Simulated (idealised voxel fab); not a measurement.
process module | voxel transistor to metal
Section cut is 200 nm wide and gridded with 5 nm square cells.
Bands, listed from the top down, are how a cross-section gets written in this document; the cross-section itself is a grid of square cells, and a band is one or more rows of them.
Read a band's entry like this: the first values are the height of its top and the height of its bottom in nm, and what follows is the sequence of materials from left to right, each with its width in nm. Note that "air" is empty space, and that a single material marked "everywhere" reaches across the band from edge to edge.
We count height from 0. Below that, the starting wafer is all one material. The lowest band never ends at the bottom but goes on down; see "top 0, no bottom" for how that is written.
It should be noted that a width expressed as "30 to 40" varies in equal increments from row to row of cells within the band, taking the value of the first number at the top row and that of the second number at the bottom row.
Key: "no alteration" - step with no changed cell in the cross-section.
Voids not open to the top, 8 cells minimum: see "Non-vented voids". Written width x height at distance; distance is from the left edge; nm.
It should be noted that, on the line of a given step, the content following the step's settings is a remark produced by the simulator itself with respect to that step.
overlay nm: right-of-plan distance of the mask on a masked step; negative values mean left-of-plan.
BELOW IS THE LIST OF PLANNED PROCESS STEPS
step 1: op RECEIVE | material Si
step 2: op CONFORMAL_DEP | material SiO2 | thk nm 5
step 3: op CONFORMAL_DEP | material SiN | thk nm 10
step 4: op PATTERN | tone cover | mask id ACTIVE | material resist | width nm 120 | thk nm 15 | overlay nm 0
step 5: op DIRECTIONAL_ETCH | etch materials SiN | depth nm 10
step 6: op DIRECTIONAL_ETCH | etch materials SiO2 | depth nm 5
step 7: op DIRECTIONAL_ETCH | etch materials Si | depth nm 20
step 8: op STRIP | etch materials resist
step 9: op OXIDIZE | depth nm 5
step 10: op FILL_DEP | material SiO2 | thk nm 10
step 11: op CMP | height nm 15
step 12: op SELECTIVE_ETCH | etch materials SiO2 | depth nm 10
step 13: op STRIP | etch materials SiN
step 14: op SELECTIVE_ETCH | etch materials SiO2 | depth nm 5
step 15: op OXIDIZE | depth nm 5
step 16: op DIRECTIONAL_DEP | material polySi | thk nm 30
step 17: op DIRECTIONAL_DEP | material SiCN | thk nm 15
step 18: op DIRECTIONAL_DEP | material aC | thk nm 15
step 19: op PATTERN | tone cover | mask id GATE | material resist | width nm 20 | thk nm 35 | overlay nm 0
step 20: op DIRECTIONAL_ETCH | etch materials aC | depth nm 15
step 21: op STRIP | etch materials resist
step 22: op DIRECTIONAL_ETCH | etch materials SiCN | depth nm 25
step 23: op DIRECTIONAL_ETCH | etch materials polySi | depth nm 40
step 24: op STRIP | etch materials aC
step 25: op CONFORMAL_DEP | material SiO2 | thk nm 5
step 26: op DIRECTIONAL_ETCH | etch materials SiO2 | depth nm 5
step 27: op CONFORMAL_DEP | material SiN | thk nm 5
step 28: op DIRECTIONAL_ETCH | etch materials SiN | depth nm 5
step 29: op DIRECTIONAL_ETCH | etch materials SiO2 | depth nm 5
step 30: op DIRECTIONAL_ETCH | etch materials Si | depth nm 5
step 31: op EPI | material nSi | thk nm 5
step 32: op FILL_DEP | material SiO2 | thk nm 5
step 33: op CMP | height nm 45
step 34: op DIRECTIONAL_DEP | material SiO2 | thk nm 15
step 35: op DIRECTIONAL_DEP | material aC | thk nm 15
step 36: op PATTERN | tone open | mask id CONTACT | material resist | width nm 20 | pitch nm 80 | thk nm 30 | overlay nm 0
step 37: op DIRECTIONAL_ETCH | etch materials aC | depth nm 15
step 38: op STRIP | etch materials resist
step 39: op DIRECTIONAL_ETCH | etch materials SiO2 | depth nm 65
step 40: op STRIP | etch materials aC
step 41: op CONFORMAL_DEP | material TiN | thk nm 5
step 42: op FILL_DEP | material W | thk nm 10
step 43: op CMP | height nm 60
step 44: op DIRECTIONAL_DEP | material TiN | thk nm 5
step 45: op DIRECTIONAL_DEP | material Ru | thk nm 20
step 46: op PATTERN | tone cover | mask id METAL_1 | material resist | width nm 20 | pitch nm 80 | thk nm 20 | overlay nm 0
step 47: op DIRECTIONAL_ETCH | etch materials Ru | depth nm 20
step 48: op DIRECTIONAL_ETCH | etch materials TiN | depth nm 5
step 49: op STRIP | etch materials resist
step 50: op FILL_DEP | material lowk | thk nm 10
step 51: op CMP | height nm 85
step 52: op CONFORMAL_DEP | material SiCN | thk nm 5
DELIVERED WAFER IN CROSS-SECTION: STATE AFTER STEP 1
- top 0, no bottom | Si everywhere
- Non-vented voids: none
CROSS-SECTION, END OF MODULE. START: AS ABOVE. PLAN: AS ABOVE. EXECUTION: ONE MISTAKE
- top 90, bottom 85 | SiCN everywhere
- top 85, bottom 65 | lowk 50; Ru 20; lowk 60; Ru 20; lowk 50
- top 65, bottom 60 | lowk 50; TiN 20; lowk 60; TiN 20; lowk 50
- top 60, bottom 50 | SiO2 50; TiN 5; W 10; TiN 5; SiO2 60; TiN 5; W 10; TiN 5; SiO2 50
- top 50, bottom 45 | SiO2 50; TiN 20; SiO2 60; TiN 20; SiO2 50
- top 45, bottom 30 | SiCN 90; SiO2 5; SiN 10; SiO2 5; SiCN 90
- top 30, bottom 0 | polySi 90; SiO2 5; SiN 10; SiO2 5; polySi 90
- top 0, bottom -5 | SiO2 everywhere
- top -5, bottom -25 | SiO2 45; Si 110; SiO2 45
- top -25, no bottom | Si everywhere
- Non-vented voids: none
Where did the run depart from the plan? step 19 ran differently from the plan; actual operation with settings: op PATTERN | tone open | mask id GATE | material resist | width nm 20 | thk nm 35 | overlay nm 0
